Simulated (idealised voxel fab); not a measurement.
The document below concerns the process module designated voxel self aligned vias.
Square cell edge 5 nm, section width 280 nm, ID cut.
Heads up, the way a cross-section reads in here is a grid of square cells, handed over as bands from the top down, with every band being one or more rows of cells. First you get the band's top height and its bottom height, in nm, and then the materials it's made of, left to right, with each width in nm. If you see a single material with "full width", that one covers the band edge to edge. "blank" is empty space. It should be noted that heights are counted from 0, beneath which the wafer as supplied is of one material throughout, and that the lowest band possesses no lower boundary but continues downward, as written in "from 0 down". The expression "30 to 40" gives the width at the extremes of the band, the first number at its top row of cells and the second at its bottom row, with the width changing by equal amounts from each row to the next in between. Key: "no modifications" - step with no changed cell in the cross-section. The list in "Closed void listing" covers empty spaces of 8 cells or more that cannot reach the top through any open way, and it gives each as width x height at distance; the distance is from the left edge, and width, height and distance are in nm. Note: text after step settings on the step line = simulator remark on that step. A step line may carry the setting "overlay nm", which, for steps involving a mask, states the distance by which the mask lay to the right of its intended position; negative values denote displacement to the left.

-- plan
1: RECEIVE, material Si
2: CONFORMAL_DEP, material SiO2, thk nm 10
3: CONFORMAL_DEP, material SiCN, thk nm 5
4: DIRECTIONAL_DEP, material SiO2, thk nm 25
5: PATTERN, tone open, mask id LINES, material resist, width nm 20, pitch nm 50, thk nm 15, overlay nm 0
6: DIRECTIONAL_ETCH, etch materials SiO2, depth nm 25
7: STRIP, etch materials resist
8: CONFORMAL_DEP, material TiN, thk nm 5
9: FILL_DEP, material Ru, thk nm 10
10: CMP, height nm 40
11: SELECTIVE_ETCH, etch materials W Ru TiN, depth nm 5
12: FILL_DEP, material SiN, thk nm 10
13: CMP, height nm 40
14: DIRECTIONAL_DEP, material SiO2, thk nm 20
15: MASKED_ETCH, tone open, mask id VIAS, width nm 30, pitch nm 50, etch materials SiO2, depth nm 20, overlay nm 0
16: MASKED_ETCH, tone open, mask id VIAS, width nm 30, pitch nm 50, etch materials SiN, depth nm 5, overlay nm 0
17: CONFORMAL_DEP, material TiN, thk nm 5
18: FILL_DEP, material W, thk nm 10
19: CMP, height nm 60
20: CONFORMAL_DEP, material SiCN, thk nm 5

-- So, the first of our two wafers, run just as we planned it

-- Cross-section of the wafer as it came to us, i.e., already through step 1
    from 0 down = Si full width
    Closed void listing: none

-- Presented here is a cross-section of the wafer after step 2 has been performed
    from 10 to 0 = SiO2 full width
    No changes below 0.

-- Presented here is a cross-section of the wafer after step 3 has been performed
    from 15 to 10 = SiCN full width
    No changes below 10.

-- Presented here is a cross-section of the wafer after step 4 has been performed
    from 40 to 15 = SiO2 full width
    No changes below 15.

-- Presented here is a cross-section of the wafer after step 5 has been performed
    from 55 to 40 = resist=80; blank=20; resist=30; blank=20; resist=30; blank=20; resist=80
    No changes below 40.

-- Presented here is a cross-section of the wafer after step 6 has been performed
    from 55 to 40 = resist=80; blank=20; resist=30; blank=20; resist=30; blank=20; resist=80
    from 40 to 15 = SiO2=80; blank=20; SiO2=30; blank=20; SiO2=30; blank=20; SiO2=80
    No changes below 15.

-- Presented here is a cross-section of the wafer after step 7 has been performed
    from 40 to 15 = SiO2=80; blank=20; SiO2=30; blank=20; SiO2=30; blank=20; SiO2=80
    No changes below 15.

-- Presented here is a cross-section of the wafer after step 8 has been performed
    from 45 to 40 = TiN=85; blank=10; TiN=40; blank=10; TiN=40; blank=10; TiN=85
    from 40 to 20 = SiO2=80; TiN=5; blank=10; TiN=5; SiO2=30; TiN=5; blank=10; TiN=5; SiO2=30; TiN=5; blank=10; TiN=5; SiO2=80
    from 20 to 15 = SiO2=80; TiN=20; SiO2=30; TiN=20; SiO2=30; TiN=20; SiO2=80
    No changes below 15.

-- Presented here is a cross-section of the wafer after step 9 has been performed
    from 55 to 45 = Ru full width
    from 45 to 40 = TiN=85; Ru=10; TiN=40; Ru=10; TiN=40; Ru=10; TiN=85
    from 40 to 20 = SiO2=80; TiN=5; Ru=10; TiN=5; SiO2=30; TiN=5; Ru=10; TiN=5; SiO2=30; TiN=5; Ru=10; TiN=5; SiO2=80
    No changes below 20.

-- Presented here is a cross-section of the wafer after step 10 has been performed
    from 40 to 20 = SiO2=80; TiN=5; Ru=10; TiN=5; SiO2=30; TiN=5; Ru=10; TiN=5; SiO2=30; TiN=5; Ru=10; TiN=5; SiO2=80
    No changes below 20.

-- Presented here is a cross-section of the wafer after step 11 has been performed
    from 40 to 35 = SiO2=80; blank=20; SiO2=30; blank=20; SiO2=30; blank=20; SiO2=80
    No changes below 35.

-- Presented here is a cross-section of the wafer after step 12 has been performed
    from 50 to 40 = SiN full width
    from 40 to 35 = SiO2=80; SiN=20; SiO2=30; SiN=20; SiO2=30; SiN=20; SiO2=80
    No changes below 35.

-- Presented here is a cross-section of the wafer after step 13 has been performed
    from 40 to 35 = SiO2=80; SiN=20; SiO2=30; SiN=20; SiO2=30; SiN=20; SiO2=80
    No changes below 35.

-- Presented here is a cross-section of the wafer after step 14 has been performed
    from 60 to 40 = SiO2 full width
    No changes below 40.

-- Presented here is a cross-section of the wafer after step 15 has been performed
    from 60 to 40 = SiO2=75; blank=30; SiO2=20; blank=30; SiO2=20; blank=30; SiO2=75
    No changes below 40.

-- Presented here is a cross-section of the wafer after step 16 has been performed
    from 60 to 40 = SiO2=75; blank=30; SiO2=20; blank=30; SiO2=20; blank=30; SiO2=75
    from 40 to 35 = SiO2=80; blank=20; SiO2=30; blank=20; SiO2=30; blank=20; SiO2=80
    No changes below 35.

-- Presented here is a cross-section of the wafer after step 17 has been performed
    from 65 to 60 = TiN=80; blank=20; TiN=30; blank=20; TiN=30; blank=20; TiN=80
    from 60 to 45 = SiO2=75; TiN=5; blank=20; TiN=5; SiO2=20; TiN=5; blank=20; TiN=5; SiO2=20; TiN=5; blank=20; TiN=5; SiO2=75
    from 45 to 40 = SiO2=75; TiN=10; blank=10; TiN=10; SiO2=20; TiN=10; blank=10; TiN=10; SiO2=20; TiN=10; blank=10; TiN=10; SiO2=75
    from 40 to 35 = SiO2=80; TiN=20; SiO2=30; TiN=20; SiO2=30; TiN=20; SiO2=80
    No changes below 35.

-- Presented here is a cross-section of the wafer after step 18 has been performed
    from 75 to 65 = W full width
    from 65 to 60 = TiN=80; W=20; TiN=30; W=20; TiN=30; W=20; TiN=80
    from 60 to 45 = SiO2=75; TiN=5; W=20; TiN=5; SiO2=20; TiN=5; W=20; TiN=5; SiO2=20; TiN=5; W=20; TiN=5; SiO2=75
    from 45 to 40 = SiO2=75; TiN=10; W=10; TiN=10; SiO2=20; TiN=10; W=10; TiN=10; SiO2=20; TiN=10; W=10; TiN=10; SiO2=75
    No changes below 40.

-- Presented here is a cross-section of the wafer after step 19 has been performed
    from 60 to 45 = SiO2=75; TiN=5; W=20; TiN=5; SiO2=20; TiN=5; W=20; TiN=5; SiO2=20; TiN=5; W=20; TiN=5; SiO2=75
    No changes below 45.

-- Presented here is a cross-section of the wafer after step 20 has been performed
    from 65 to 60 = SiCN full width
    No changes below 60.

-- Second of two: same start, same plan, one run error; steps up to and including 18 match the first

-- Planned end of step 19: second wafer, cross-section
    from 70 to 65 = W full width
    No changes below 65.

-- Planned end of step 20: second wafer, cross-section
    from 75 to 70 = SiCN full width
    No changes below 70.
Against the plan, the run slipped here: step 19 ran as: CMP, height nm 70
Per the end-of-run cell counts, the second wafer holds more or fewer of some materials than the first: +44 TiN; +68 W
